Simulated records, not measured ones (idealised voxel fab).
process module | voxel air gaps
cross-section cut | 255 nm wide | cells 5 nm
A cross-section is a grid of square cells, given in bands from the top down. A band is one or more rows of cells.
Each band's line starts with the height of the band's top and of its bottom, in nm. Then come its materials from left to right, each with its width in nm. One material with "throughout" fills the band from edge to edge. "air" is empty space.
Height 0 is the level under which the wafer as received is all one material. The lowest band goes on downwards, as in "0 down".
A width such as "30 to 40" changes by the same amount from each row of cells to the next, from the band's top row to its bottom row.
"no change" after a step means that no cell of the cross-section changed.
closed voids: empty space of 8 cells or more with no open way to the top, each as width x height at its distance from the left edge, in nm
after a step's settings: what the simulator itself notes on the step
overlay nm, on a step with a mask: how far to the right of its planned place the mask lay; to the left if negative
Each pair below shows a cross-section before one step and the cross-section after it, down to the lowest band that changed. The line under each pair gives the step between them, with its settings. The pairs can come from different runs of this module on the same starting wafer, so a pair continues from the pair above only where its "before" says so.
before
  0 down: Si throughout
  closed voids: none
after
  15 to 0: SiO2 throughout
  below 0: unchanged
  closed voids: none
the step between: op CONFORMAL_DEP | material SiO2 | thk nm 15
before: the cross-section after the pair above
after
  20 to 15: SiN throughout
  below 15: unchanged
  closed voids: none
the step between: op CONFORMAL_DEP | material SiN | thk nm 5
before: the cross-section after the pair above
after
  55 to 20: lowk throughout
  below 20: unchanged
  closed voids: none
the step between: op DIRECTIONAL_DEP | material lowk | thk nm 35
before: the cross-section after the pair above
after
  65 to 55: aC throughout
  below 55: unchanged
  closed voids: none
the step between: op DIRECTIONAL_DEP | material aC | thk nm 10
before: the cross-section after the pair above
after
  90 to 65: resist 60 | air 25 | resist 30 | air 25 | resist 30 | air 25 | resist 60
  below 65: unchanged
  closed voids: none
the step between: op PATTERN | tone open | mask id LINES | material resist | width nm 25 | pitch nm 55 | thk nm 25 | overlay nm 0
before: the cross-section after the pair above
after
  80 to 65: resist 60 | air 25 | resist 30 | air 25 | resist 30 | air 25 | resist 60
  65 to 55: aC 60 | air 25 | aC 30 | air 25 | aC 30 | air 25 | aC 60
  below 55: unchanged
  closed voids: none
the step between: op DIRECTIONAL_ETCH | etch materials aC | depth nm 10
before: the cross-section after the pair above
after
  65 to 55: aC 60 | air 25 | aC 30 | air 25 | aC 30 | air 25 | aC 60
  below 55: unchanged
  closed voids: none
the step between: op STRIP | etch materials resist
before: the cross-section after the pair above
after
  65 to 55: aC 60 | air 25 | aC 30 | air 25 | aC 30 | air 25 | aC 60
  55 to 20: lowk 60 | air 25 | lowk 30 | air 25 | lowk 30 | air 25 | lowk 60
  below 20: unchanged
  closed voids: none
the step between: op DIRECTIONAL_ETCH | etch materials lowk | depth nm 35
before: the cross-section after the pair above
after
  55 to 20: lowk 60 | air 25 | lowk 30 | air 25 | lowk 30 | air 25 | lowk 60
  below 20: unchanged
  closed voids: none
the step between: op STRIP | etch materials aC
before: the cross-section after the pair above
after
  60 to 55: TiN 65 | air 15 | TiN 40 | air 15 | TiN 40 | air 15 | TiN 65
  55 to 25: lowk 60 | TiN 5 | air 15 | TiN 5 | lowk 30 | TiN 5 | air 15 | TiN 5 | lowk 30 | TiN 5 | air 15 | TiN 5 | lowk 60
  25 to 20: lowk 60 | TiN 25 | lowk 30 | TiN 25 | lowk 30 | TiN 25 | lowk 60
  below 20: unchanged
  closed voids: none
the step between: op CONFORMAL_DEP | material TiN | thk nm 5
before: the cross-section after the pair above
after
  65 to 60: W throughout
  60 to 55: TiN 65 | W 15 | TiN 40 | W 15 | TiN 40 | W 15 | TiN 65
  55 to 25: lowk 60 | TiN 5 | W 15 | TiN 5 | lowk 30 | TiN 5 | W 15 | TiN 5 | lowk 30 | TiN 5 | W 15 | TiN 5 | lowk 60
  below 25: unchanged
  closed voids: none
the step between: op FILL_DEP | material W | thk nm 5
before: the cross-section after the pair above
after
  55 to 25: lowk 60 | TiN 5 | W 15 | TiN 5 | lowk 30 | TiN 5 | W 15 | TiN 5 | lowk 30 | TiN 5 | W 15 | TiN 5 | lowk 60
  below 25: unchanged
  closed voids: none
the step between: op CMP | height nm 55
before: the cross-section after the pair above
after
  65 to 55: air 50 | Ru 45 | air 10 | Ru 45 | air 10 | Ru 45 | air 50
  below 55: unchanged
  closed voids: none
the step between: op EPI | material Ru | thk nm 10
before: the cross-section after the pair above
after
  65 to 55: air 50 | Ru 45 | air 10 | Ru 45 | air 10 | Ru 45 | air 50
  55 to 25: air 60 | TiN 5 | W 15 | TiN 5 | air 30 | TiN 5 | W 15 | TiN 5 | air 30 | TiN 5 | W 15 | TiN 5 | air 60
  25 to 20: air 60 | TiN 25 | air 30 | TiN 25 | air 30 | TiN 25 | air 60
  below 20: unchanged
  closed voids: none
the step between: op SELECTIVE_ETCH | etch materials lowk | depth nm 45
before: the cross-section after the pair above
after
  70 to 65: air 45 | SiN 165 | air 45
  65 to 55: air 45 | SiN 5 | Ru 45 | SiN 10 | Ru 45 | SiN 10 | Ru 45 | SiN 5 | air 45
  55 to 50: air 45 | SiN 15 | TiN 5 | W 15 | TiN 5 | SiN 30 | TiN 5 | W 15 | TiN 5 | SiN 30 | TiN 5 | W 15 | TiN 5 | SiN 15 | air 45
  50 to 25: air 55 | SiN 5 | TiN 5 | W 15 | TiN 5 | SiN 5 | air 20 | SiN 5 | TiN 5 | W 15 | TiN 5 | SiN 5 | air 20 | SiN 5 | TiN 5 | W 15 | TiN 5 | SiN 5 | air 55
  25 to 20: SiN 60 | TiN 25 | SiN 30 | TiN 25 | SiN 30 | TiN 25 | SiN 60
  below 20: unchanged
  closed voids: 20 x 25 at 90; 20 x 25 at 145
the step between: op CONFORMAL_DEP | material SiN | thk nm 5
before
  15 to 0: SiO2 throughout
  0 down: Si throughout
  closed voids: none
after
  30 to 0: SiO2 throughout
  below 0: unchanged
  closed voids: none
the step between: op CONFORMAL_DEP | material SiO2 | thk nm 15
before: the cross-section after the pair above
after
  35 to 30: SiN throughout
  below 30: unchanged
  closed voids: none
the step between: op CONFORMAL_DEP | material SiN | thk nm 5
before: the cross-section after the pair above
after
  70 to 35: lowk throughout
  below 35: unchanged
  closed voids: none
the step between: op DIRECTIONAL_DEP | material lowk | thk nm 35
before: the cross-section after the pair above
after
  80 to 70: aC throughout
  below 70: unchanged
  closed voids: none
the step between: op DIRECTIONAL_DEP | material aC | thk nm 10
before: the cross-section after the pair above
after
  105 to 80: resist 60 | air 25 | resist 30 | air 25 | resist 30 | air 25 | resist 60
  below 80: unchanged
  closed voids: none
the step between: op PATTERN | tone open | mask id LINES | material resist | width nm 25 | pitch nm 55 | thk nm 25 | overlay nm 0
before: the cross-section after the pair above
after
  95 to 80: resist 60 | air 25 | resist 30 | air 25 | resist 30 | air 25 | resist 60
  80 to 70: aC 60 | air 25 | aC 30 | air 25 | aC 30 | air 25 | aC 60
  below 70: unchanged
  closed voids: none
the step between: op DIRECTIONAL_ETCH | etch materials aC | depth nm 10
before: the cross-section after the pair above
after
  80 to 70: aC 60 | air 25 | aC 30 | air 25 | aC 30 | air 25 | aC 60
  below 70: unchanged
  closed voids: none
the step between: op STRIP | etch materials resist
before: the cross-section after the pair above
after
  80 to 70: aC 60 | air 25 | aC 30 | air 25 | aC 30 | air 25 | aC 60
  70 to 35: lowk 60 | air 25 | lowk 30 | air 25 | lowk 30 | air 25 | lowk 60
  below 35: unchanged
  closed voids: none
the step between: op DIRECTIONAL_ETCH | etch materials lowk | depth nm 35
before: the cross-section after the pair above
after
  70 to 35: lowk 60 | air 25 | lowk 30 | air 25 | lowk 30 | air 25 | lowk 60
  below 35: unchanged
  closed voids: none
the step between: op STRIP | etch materials aC
before: the cross-section after the pair above
after
  75 to 70: TiN 65 | air 15 | TiN 40 | air 15 | TiN 40 | air 15 | TiN 65
  70 to 40: lowk 60 | TiN 5 | air 15 | TiN 5 | lowk 30 | TiN 5 | air 15 | TiN 5 | lowk 30 | TiN 5 | air 15 | TiN 5 | lowk 60
  40 to 35: lowk 60 | TiN 25 | lowk 30 | TiN 25 | lowk 30 | TiN 25 | lowk 60
  below 35: unchanged
  closed voids: none
the step between: op CONFORMAL_DEP | material TiN | thk nm 5
before: the cross-section after the pair above
after
  80 to 75: W throughout
  75 to 70: TiN 65 | W 15 | TiN 40 | W 15 | TiN 40 | W 15 | TiN 65
  70 to 40: lowk 60 | TiN 5 | W 15 | TiN 5 | lowk 30 | TiN 5 | W 15 | TiN 5 | lowk 30 | TiN 5 | W 15 | TiN 5 | lowk 60
  below 40: unchanged
  closed voids: none
the step between: op FILL_DEP | material W | thk nm 5
before: the cross-section after the pair above
after
  55 to 40: lowk 60 | TiN 5 | W 15 | TiN 5 | lowk 30 | TiN 5 | W 15 | TiN 5 | lowk 30 | TiN 5 | W 15 | TiN 5 | lowk 60
  below 40: unchanged
  closed voids: none
the step between: op CMP | height nm 55
before: the cross-section after the pair above
after
  65 to 55: air 50 | Ru 45 | air 10 | Ru 45 | air 10 | Ru 45 | air 50
  below 55: unchanged
  closed voids: none
the step between: op EPI | material Ru | thk nm 10
before: the cross-section after the pair above
after
  65 to 55: air 50 | Ru 45 | air 10 | Ru 45 | air 10 | Ru 45 | air 50
  55 to 40: air 60 | TiN 5 | W 15 | TiN 5 | air 30 | TiN 5 | W 15 | TiN 5 | air 30 | TiN 5 | W 15 | TiN 5 | air 60
  40 to 35: air 60 | TiN 25 | air 30 | TiN 25 | air 30 | TiN 25 | air 60
  below 35: unchanged
  closed voids: none
the step between: op SELECTIVE_ETCH | etch materials lowk | depth nm 45
before: the cross-section after the pair above
after
  70 to 65: air 45 | SiN 165 | air 45
  65 to 55: air 45 | SiN 5 | Ru 45 | SiN 10 | Ru 45 | SiN 10 | Ru 45 | SiN 5 | air 45
  55 to 50: air 45 | SiN 15 | TiN 5 | W 15 | TiN 5 | SiN 30 | TiN 5 | W 15 | TiN 5 | SiN 30 | TiN 5 | W 15 | TiN 5 | SiN 15 | air 45
  50 to 40: air 55 | SiN 5 | TiN 5 | W 15 | TiN 5 | SiN 5 | air 20 | SiN 5 | TiN 5 | W 15 | TiN 5 | SiN 5 | air 20 | SiN 5 | TiN 5 | W 15 | TiN 5 | SiN 5 | air 55
  40 to 35: SiN 60 | TiN 25 | SiN 30 | TiN 25 | SiN 30 | TiN 25 | SiN 60
  below 35: unchanged
  closed voids: 20 x 10 at 90; 20 x 10 at 145
the step between: op CONFORMAL_DEP | material SiN | thk nm 5
before
  15 to 0: SiO2 throughout
  0 down: Si throughout
  closed voids: none
after
  50 to 15: lowk throughout
  below 15: unchanged
  closed voids: none
the step between: op DIRECTIONAL_DEP | material lowk | thk nm 35
before: the cross-section after the pair above
after
  55 to 50: SiN throughout
  below 50: unchanged
  closed voids: none
the step between: op CONFORMAL_DEP | material SiN | thk nm 5
before: the cross-section after the pair above
after
  65 to 55: aC throughout
  below 55: unchanged
  closed voids: none
the step between: op DIRECTIONAL_DEP | material aC | thk nm 10
before: the cross-section after the pair above
after
  90 to 65: resist 60 | air 25 | resist 30 | air 25 | resist 30 | air 25 | resist 60
  below 65: unchanged
  closed voids: none
the step between: op PATTERN | tone open | mask id LINES | material resist | width nm 25 | pitch nm 55 | thk nm 25 | overlay nm 0
before: the cross-section after the pair above
after
  80 to 65: resist 60 | air 25 | resist 30 | air 25 | resist 30 | air 25 | resist 60
  65 to 55: aC 60 | air 25 | aC 30 | air 25 | aC 30 | air 25 | aC 60
  below 55: unchanged
  closed voids: none
the step between: op DIRECTIONAL_ETCH | etch materials aC | depth nm 10
before: the cross-section after the pair above
after
  65 to 55: aC 60 | air 25 | aC 30 | air 25 | aC 30 | air 25 | aC 60
  below 55: unchanged
  closed voids: none
the step between: op STRIP | etch materials resist
before: the cross-section after the pair above
after
  55 to 50: SiN throughout
  below 50: unchanged
  closed voids: none
the step between: op STRIP | etch materials aC
before: the cross-section after the pair above
after
  60 to 55: TiN throughout
  below 55: unchanged
  closed voids: none
the step between: op CONFORMAL_DEP | material TiN | thk nm 5
before: the cross-section after the pair above
after
  65 to 60: W throughout
  below 60: unchanged
  closed voids: none
the step between: op FILL_DEP | material W | thk nm 5
before: the cross-section after the pair above
after
  55 to 50: SiN throughout
  below 50: unchanged
  closed voids: none
the step between: op CMP | height nm 55
before: the cross-section after the pair above
after
  60 to 50: SiN throughout
  below 50: unchanged
  closed voids: none
the step between: op CONFORMAL_DEP | material SiN | thk nm 5
before
  65 to 55: air 50 | Ru 45 | air 10 | Ru 45 | air 10 | Ru 45 | air 50
  55 to 25: air 60 | TiN 5 | W 15 | TiN 5 | air 30 | TiN 5 | W 15 | TiN 5 | air 30 | TiN 5 | W 15 | TiN 5 | air 60
  25 to 20: air 60 | TiN 25 | air 30 | TiN 25 | air 30 | TiN 25 | air 60
  20 to 15: SiN throughout
  15 to 0: SiO2 throughout
  0 down: Si throughout
  closed voids: none
after
  80 to 65: air 35 | SiN 185 | air 35
  65 to 55: air 35 | SiN 15 | Ru 45 | SiN 10 | Ru 45 | SiN 10 | Ru 45 | SiN 15 | air 35
  55 to 50: air 35 | SiN 25 | TiN 5 | W 15 | TiN 5 | SiN 30 | TiN 5 | W 15 | TiN 5 | SiN 30 | TiN 5 | W 15 | TiN 5 | SiN 25 | air 35
  50 to 40: air 35 | SiN 25 | TiN 5 | W 15 | TiN 5 | SiN 5 | air 20 | SiN 5 | TiN 5 | W 15 | TiN 5 | SiN 5 | air 20 | SiN 5 | TiN 5 | W 15 | TiN 5 | SiN 25 | air 35
  40 to 35: air 45 | SiN 15 | TiN 5 | W 15 | TiN 5 | SiN 5 | air 20 | SiN 5 | TiN 5 | W 15 | TiN 5 | SiN 5 | air 20 | SiN 5 | TiN 5 | W 15 | TiN 5 | SiN 15 | air 45
  35 to 25: SiN 60 | TiN 5 | W 15 | TiN 5 | SiN 5 | air 20 | SiN 5 | TiN 5 | W 15 | TiN 5 | SiN 5 | air 20 | SiN 5 | TiN 5 | W 15 | TiN 5 | SiN 60
  25 to 20: SiN 60 | TiN 25 | SiN 30 | TiN 25 | SiN 30 | TiN 25 | SiN 60
  below 20: unchanged
  closed voids: 20 x 25 at 90; 20 x 25 at 145
the step between: op CONFORMAL_DEP | material SiN | thk nm 15
before
  65 to 55: aC throughout
  55 to 20: lowk throughout
  20 to 15: SiN throughout
  15 to 0: SiO2 throughout
  0 down: Si throughout
  closed voids: none
after
  90 to 65: resist 65 | air 15 | resist 40 | air 15 | resist 40 | air 15 | resist 65
  below 65: unchanged
  closed voids: none
the step between: op PATTERN | tone open | mask id LINES | material resist | width nm 15 | pitch nm 55 | thk nm 25 | overlay nm 0
before: the cross-section after the pair above
after
  80 to 65: resist 65 | air 15 | resist 40 | air 15 | resist 40 | air 15 | resist 65
  65 to 55: aC 65 | air 15 | aC 40 | air 15 | aC 40 | air 15 | aC 65
  below 55: unchanged
  closed voids: none
the step between: op DIRECTIONAL_ETCH | etch materials aC | depth nm 10
before: the cross-section after the pair above
after
  65 to 55: aC 65 | air 15 | aC 40 | air 15 | aC 40 | air 15 | aC 65
  below 55: unchanged
  closed voids: none
the step between: op STRIP | etch materials resist
before: the cross-section after the pair above
after
  65 to 55: aC 65 | air 15 | aC 40 | air 15 | aC 40 | air 15 | aC 65
  55 to 20: lowk 65 | air 15 | lowk 40 | air 15 | lowk 40 | air 15 | lowk 65
  below 20: unchanged
  closed voids: none
the step between: op DIRECTIONAL_ETCH | etch materials lowk | depth nm 35
before: the cross-section after the pair above
after
  55 to 20: lowk 65 | air 15 | lowk 40 | air 15 | lowk 40 | air 15 | lowk 65
  below 20: unchanged
  closed voids: none
the step between: op STRIP | etch materials aC
before: the cross-section after the pair above
after
  60 to 55: TiN 70 | air 5 | TiN 50 | air 5 | TiN 50 | air 5 | TiN 70
  55 to 25: lowk 65 | TiN 5 | air 5 | TiN 5 | lowk 40 | TiN 5 | air 5 | TiN 5 | lowk 40 | TiN 5 | air 5 | TiN 5 | lowk 65
  25 to 20: lowk 65 | TiN 15 | lowk 40 | TiN 15 | lowk 40 | TiN 15 | lowk 65
  below 20: unchanged
  closed voids: none
the step between: op CONFORMAL_DEP | material TiN | thk nm 5
before: the cross-section after the pair above
after
  65 to 60: W throughout
  60 to 55: TiN 70 | W 5 | TiN 50 | W 5 | TiN 50 | W 5 | TiN 70
  55 to 25: lowk 65 | TiN 5 | W 5 | TiN 5 | lowk 40 | TiN 5 | W 5 | TiN 5 | lowk 40 | TiN 5 | W 5 | TiN 5 | lowk 65
  below 25: unchanged
  closed voids: none
the step between: op FILL_DEP | material W | thk nm 5
before: the cross-section after the pair above
after
  55 to 25: lowk 65 | TiN 5 | W 5 | TiN 5 | lowk 40 | TiN 5 | W 5 | TiN 5 | lowk 40 | TiN 5 | W 5 | TiN 5 | lowk 65
  below 25: unchanged
  closed voids: none
the step between: op CMP | height nm 55
before: the cross-section after the pair above
after
  65 to 55: air 55 | Ru 35 | air 20 | Ru 35 | air 20 | Ru 35 | air 55
  below 55: unchanged
  closed voids: none
the step between: op EPI | material Ru | thk nm 10
before: the cross-section after the pair above
after
  65 to 55: air 55 | Ru 35 | air 20 | Ru 35 | air 20 | Ru 35 | air 55
  55 to 25: air 65 | TiN 5 | W 5 | TiN 5 | air 40 | TiN 5 | W 5 | TiN 5 | air 40 | TiN 5 | W 5 | TiN 5 | air 65
  25 to 20: air 65 | TiN 15 | air 40 | TiN 15 | air 40 | TiN 15 | air 65
  below 20: unchanged
  closed voids: none
the step between: op SELECTIVE_ETCH | etch materials lowk | depth nm 45
before: the cross-section after the pair above
after
  70 to 65: air 50 | SiN 45 | air 10 | SiN 45 | air 10 | SiN 45 | air 50
  65 to 55: air 50 | SiN 5 | Ru 35 | SiN 5 | air 10 | SiN 5 | Ru 35 | SiN 5 | air 10 | SiN 5 | Ru 35 | SiN 5 | air 50
  55 to 50: air 50 | SiN 15 | TiN 5 | W 5 | TiN 5 | SiN 15 | air 10 | SiN 15 | TiN 5 | W 5 | TiN 5 | SiN 15 | air 10 | SiN 15 | TiN 5 | W 5 | TiN 5 | SiN 15 | air 50
  50 to 25: air 60 | SiN 5 | TiN 5 | W 5 | TiN 5 | SiN 5 | air 30 | SiN 5 | TiN 5 | W 5 | TiN 5 | SiN 5 | air 30 | SiN 5 | TiN 5 | W 5 | TiN 5 | SiN 5 | air 60
  25 to 20: SiN 65 | TiN 15 | SiN 40 | TiN 15 | SiN 40 | TiN 15 | SiN 65
  below 20: unchanged
  closed voids: none
the step between: op CONFORMAL_DEP | material SiN | thk nm 5
before
  65 to 55: aC throughout
  55 to 20: lowk throughout
  20 to 15: SiN throughout
  15 to 0: SiO2 throughout
  0 down: Si throughout
  closed voids: none
after
  90 to 65: resist 65 | air 25 | resist 30 | air 25 | resist 30 | air 25 | resist 55
  below 65: unchanged
  closed voids: none
the step between: op PATTERN | tone open | mask id LINES | material resist | width nm 25 | pitch nm 55 | thk nm 25 | overlay nm 5
before: the cross-section after the pair above
after
  80 to 65: resist 65 | air 25 | resist 30 | air 25 | resist 30 | air 25 | resist 55
  65 to 55: aC 65 | air 25 | aC 30 | air 25 | aC 30 | air 25 | aC 55
  below 55: unchanged
  closed voids: none
the step between: op DIRECTIONAL_ETCH | etch materials aC | depth nm 10
before: the cross-section after the pair above
after
  65 to 55: aC 65 | air 25 | aC 30 | air 25 | aC 30 | air 25 | aC 55
  below 55: unchanged
  closed voids: none
the step between: op STRIP | etch materials resist
before: the cross-section after the pair above
after
  65 to 55: aC 65 | air 25 | aC 30 | air 25 | aC 30 | air 25 | aC 55
  55 to 20: lowk 65 | air 25 | lowk 30 | air 25 | lowk 30 | air 25 | lowk 55
  below 20: unchanged
  closed voids: none
the step between: op DIRECTIONAL_ETCH | etch materials lowk | depth nm 35
before: the cross-section after the pair above
after
  55 to 20: lowk 65 | air 25 | lowk 30 | air 25 | lowk 30 | air 25 | lowk 55
  below 20: unchanged
  closed voids: none
the step between: op STRIP | etch materials aC
before: the cross-section after the pair above
after
  60 to 55: TiN 70 | air 15 | TiN 40 | air 15 | TiN 40 | air 15 | TiN 60
  55 to 25: lowk 65 | TiN 5 | air 15 | TiN 5 | lowk 30 | TiN 5 | air 15 | TiN 5 | lowk 30 | TiN 5 | air 15 | TiN 5 | lowk 55
  25 to 20: lowk 65 | TiN 25 | lowk 30 | TiN 25 | lowk 30 | TiN 25 | lowk 55
  below 20: unchanged
  closed voids: none
the step between: op CONFORMAL_DEP | material TiN | thk nm 5
before: the cross-section after the pair above
after
  65 to 60: W throughout
  60 to 55: TiN 70 | W 15 | TiN 40 | W 15 | TiN 40 | W 15 | TiN 60
  55 to 25: lowk 65 | TiN 5 | W 15 | TiN 5 | lowk 30 | TiN 5 | W 15 | TiN 5 | lowk 30 | TiN 5 | W 15 | TiN 5 | lowk 55
  below 25: unchanged
  closed voids: none
the step between: op FILL_DEP | material W | thk nm 5
before: the cross-section after the pair above
after
  55 to 25: lowk 65 | TiN 5 | W 15 | TiN 5 | lowk 30 | TiN 5 | W 15 | TiN 5 | lowk 30 | TiN 5 | W 15 | TiN 5 | lowk 55
  below 25: unchanged
  closed voids: none
the step between: op CMP | height nm 55
before: the cross-section after the pair above
after
  65 to 55: air 55 | Ru 45 | air 10 | Ru 45 | air 10 | Ru 45 | air 45
  below 55: unchanged
  closed voids: none
the step between: op EPI | material Ru | thk nm 10
before: the cross-section after the pair above
after
  65 to 55: air 55 | Ru 45 | air 10 | Ru 45 | air 10 | Ru 45 | air 45
  55 to 25: air 65 | TiN 5 | W 15 | TiN 5 | air 30 | TiN 5 | W 15 | TiN 5 | air 30 | TiN 5 | W 15 | TiN 5 | air 55
  25 to 20: air 65 | TiN 25 | air 30 | TiN 25 | air 30 | TiN 25 | air 55
  below 20: unchanged
  closed voids: none
the step between: op SELECTIVE_ETCH | etch materials lowk | depth nm 45
before: the cross-section after the pair above
after
  70 to 65: air 50 | SiN 165 | air 40
  65 to 55: air 50 | SiN 5 | Ru 45 | SiN 10 | Ru 45 | SiN 10 | Ru 45 | SiN 5 | air 40
  55 to 50: air 50 | SiN 15 | TiN 5 | W 15 | TiN 5 | SiN 30 | TiN 5 | W 15 | TiN 5 | SiN 30 | TiN 5 | W 15 | TiN 5 | SiN 15 | air 40
  50 to 25: air 60 | SiN 5 | TiN 5 | W 15 | TiN 5 | SiN 5 | air 20 | SiN 5 | TiN 5 | W 15 | TiN 5 | SiN 5 | air 20 | SiN 5 | TiN 5 | W 15 | TiN 5 | SiN 5 | air 50
  25 to 20: SiN 65 | TiN 25 | SiN 30 | TiN 25 | SiN 30 | TiN 25 | SiN 55
  below 20: unchanged
  closed voids: 20 x 25 at 95; 20 x 25 at 150
the step between: op CONFORMAL_DEP | material SiN | thk nm 5
before
  60 to 55: TiN 65 | air 15 | TiN 40 | air 15 | TiN 40 | air 15 | TiN 65
  55 to 25: lowk 60 | TiN 5 | air 15 | TiN 5 | lowk 30 | TiN 5 | air 15 | TiN 5 | lowk 30 | TiN 5 | air 15 | TiN 5 | lowk 60
  25 to 20: lowk 60 | TiN 25 | lowk 30 | TiN 25 | lowk 30 | TiN 25 | lowk 60
  20 to 15: SiN throughout
  15 to 0: SiO2 throughout
  0 down: Si throughout
  closed voids: none
after
  65 to 60: Ru throughout
  60 to 55: TiN 65 | Ru 15 | TiN 40 | Ru 15 | TiN 40 | Ru 15 | TiN 65
  55 to 25: lowk 60 | TiN 5 | Ru 15 | TiN 5 | lowk 30 | TiN 5 | Ru 15 | TiN 5 | lowk 30 | TiN 5 | Ru 15 | TiN 5 | lowk 60
  below 25: unchanged
  closed voids: none
the step between: op FILL_DEP | material Ru | thk nm 5
before: the cross-section after the pair above
after
  55 to 25: lowk 60 | TiN 5 | Ru 15 | TiN 5 | lowk 30 | TiN 5 | Ru 15 | TiN 5 | lowk 30 | TiN 5 | Ru 15 | TiN 5 | lowk 60
  below 25: unchanged
  closed voids: none
the step between: op CMP | height nm 55
before: the cross-section after the pair above
after
  65 to 55: air 50 | Ru 45 | air 10 | Ru 45 | air 10 | Ru 45 | air 50
  below 55: unchanged
  closed voids: none
the step between: op EPI | material Ru | thk nm 10
before: the cross-section after the pair above
after
  65 to 55: air 50 | Ru 45 | air 10 | Ru 45 | air 10 | Ru 45 | air 50
  55 to 25: air 60 | TiN 5 | Ru 15 | TiN 5 | air 30 | TiN 5 | Ru 15 | TiN 5 | air 30 | TiN 5 | Ru 15 | TiN 5 | air 60
  25 to 20: air 60 | TiN 25 | air 30 | TiN 25 | air 30 | TiN 25 | air 60
  below 20: unchanged
  closed voids: none
the step between: op SELECTIVE_ETCH | etch materials lowk | depth nm 45
before: the cross-section after the pair above
after
  70 to 65: air 45 | SiN 165 | air 45
  65 to 55: air 45 | SiN 5 | Ru 45 | SiN 10 | Ru 45 | SiN 10 | Ru 45 | SiN 5 | air 45
  55 to 50: air 45 | SiN 15 | TiN 5 | Ru 15 | TiN 5 | SiN 30 | TiN 5 | Ru 15 | TiN 5 | SiN 30 | TiN 5 | Ru 15 | TiN 5 | SiN 15 | air 45
  50 to 25: air 55 | SiN 5 | TiN 5 | Ru 15 | TiN 5 | SiN 5 | air 20 | SiN 5 | TiN 5 | Ru 15 | TiN 5 | SiN 5 | air 20 | SiN 5 | TiN 5 | Ru 15 | TiN 5 | SiN 5 | air 55
  25 to 20: SiN 60 | TiN 25 | SiN 30 | TiN 25 | SiN 30 | TiN 25 | SiN 60
  below 20: unchanged
  closed voids: 20 x 25 at 90; 20 x 25 at 145
the step between: op CONFORMAL_DEP | material SiN | thk nm 5
before
  65 to 55: aC throughout
  55 to 20: lowk throughout
  20 to 15: SiN throughout
  15 to 0: SiO2 throughout
  0 down: Si throughout
  closed voids: none
after
  90 to 65: air 60 | resist 25 | air 30 | resist 25 | air 30 | resist 25 | air 60
  below 65: unchanged
  closed voids: none
the step between: op PATTERN | tone cover | mask id LINES | material resist | width nm 25 | pitch nm 55 | thk nm 25 | overlay nm 0
before: the cross-section after the pair above
after
  80 to 65: air 60 | resist 25 | air 30 | resist 25 | air 30 | resist 25 | air 60
  65 to 55: air 60 | aC 25 | air 30 | aC 25 | air 30 | aC 25 | air 60
  below 55: unchanged
  closed voids: none
the step between: op DIRECTIONAL_ETCH | etch materials aC | depth nm 10
before: the cross-section after the pair above
after
  65 to 55: air 60 | aC 25 | air 30 | aC 25 | air 30 | aC 25 | air 60
  below 55: unchanged
  closed voids: none
the step between: op STRIP | etch materials resist
before: the cross-section after the pair above
after
  65 to 55: air 60 | aC 25 | air 30 | aC 25 | air 30 | aC 25 | air 60
  55 to 20: air 60 | lowk 25 | air 30 | lowk 25 | air 30 | lowk 25 | air 60
  below 20: unchanged
  closed voids: none
the step between: op DIRECTIONAL_ETCH | etch materials lowk | depth nm 35
before: the cross-section after the pair above
after
  55 to 20: air 60 | lowk 25 | air 30 | lowk 25 | air 30 | lowk 25 | air 60
  below 20: unchanged
  closed voids: none
the step between: op STRIP | etch materials aC
before: the cross-section after the pair above
after
  60 to 55: air 55 | TiN 35 | air 20 | TiN 35 | air 20 | TiN 35 | air 55
  55 to 25: air 55 | TiN 5 | lowk 25 | TiN 5 | air 20 | TiN 5 | lowk 25 | TiN 5 | air 20 | TiN 5 | lowk 25 | TiN 5 | air 55
  25 to 20: TiN 60 | lowk 25 | TiN 30 | lowk 25 | TiN 30 | lowk 25 | TiN 60
  below 20: unchanged
  closed voids: none
the step between: op CONFORMAL_DEP | material TiN | thk nm 5
before: the cross-section after the pair above
after
  65 to 60: W throughout
  60 to 55: W 55 | TiN 35 | W 20 | TiN 35 | W 20 | TiN 35 | W 55
  55 to 25: W 55 | TiN 5 | lowk 25 | TiN 5 | W 20 | TiN 5 | lowk 25 | TiN 5 | W 20 | TiN 5 | lowk 25 | TiN 5 | W 55
  below 25: unchanged
  closed voids: none
the step between: op FILL_DEP | material W | thk nm 5
before: the cross-section after the pair above
after
  55 to 25: W 55 | TiN 5 | lowk 25 | TiN 5 | W 20 | TiN 5 | lowk 25 | TiN 5 | W 20 | TiN 5 | lowk 25 | TiN 5 | W 55
  below 25: unchanged
  closed voids: none
the step between: op CMP | height nm 55
before: the cross-section after the pair above
after
  65 to 55: Ru 70 | air 5 | Ru 50 | air 5 | Ru 50 | air 5 | Ru 70
  below 55: unchanged
  closed voids: none
the step between: op EPI | material Ru | thk nm 10
before: the cross-section after the pair above
after
  65 to 55: Ru 70 | air 5 | Ru 50 | air 5 | Ru 50 | air 5 | Ru 70
  55 to 25: W 55 | TiN 5 | air 25 | TiN 5 | W 20 | TiN 5 | air 25 | TiN 5 | W 20 | TiN 5 | air 25 | TiN 5 | W 55
  25 to 20: TiN 60 | air 25 | TiN 30 | air 25 | TiN 30 | air 25 | TiN 60
  below 20: unchanged
  closed voids: none
the step between: op SELECTIVE_ETCH | etch materials lowk | depth nm 45
before: the cross-section after the pair above
after
  70 to 65: SiN throughout
  65 to 55: Ru 70 | SiN 5 | Ru 50 | SiN 5 | Ru 50 | SiN 5 | Ru 70
  55 to 50: W 55 | TiN 5 | SiN 25 | TiN 5 | W 20 | TiN 5 | SiN 25 | TiN 5 | W 20 | TiN 5 | SiN 25 | TiN 5 | W 55
  50 to 25: W 55 | TiN 5 | SiN 5 | air 15 | SiN 5 | TiN 5 | W 20 | TiN 5 | SiN 5 | air 15 | SiN 5 | TiN 5 | W 20 | TiN 5 | SiN 5 | air 15 | SiN 5 | TiN 5 | W 55
  25 to 20: TiN 60 | SiN 25 | TiN 30 | SiN 25 | TiN 30 | SiN 25 | TiN 60
  below 20: unchanged
  closed voids: 15 x 25 at 65; 15 x 25 at 120; 15 x 25 at 175
the step between: op CONFORMAL_DEP | material SiN | thk nm 5
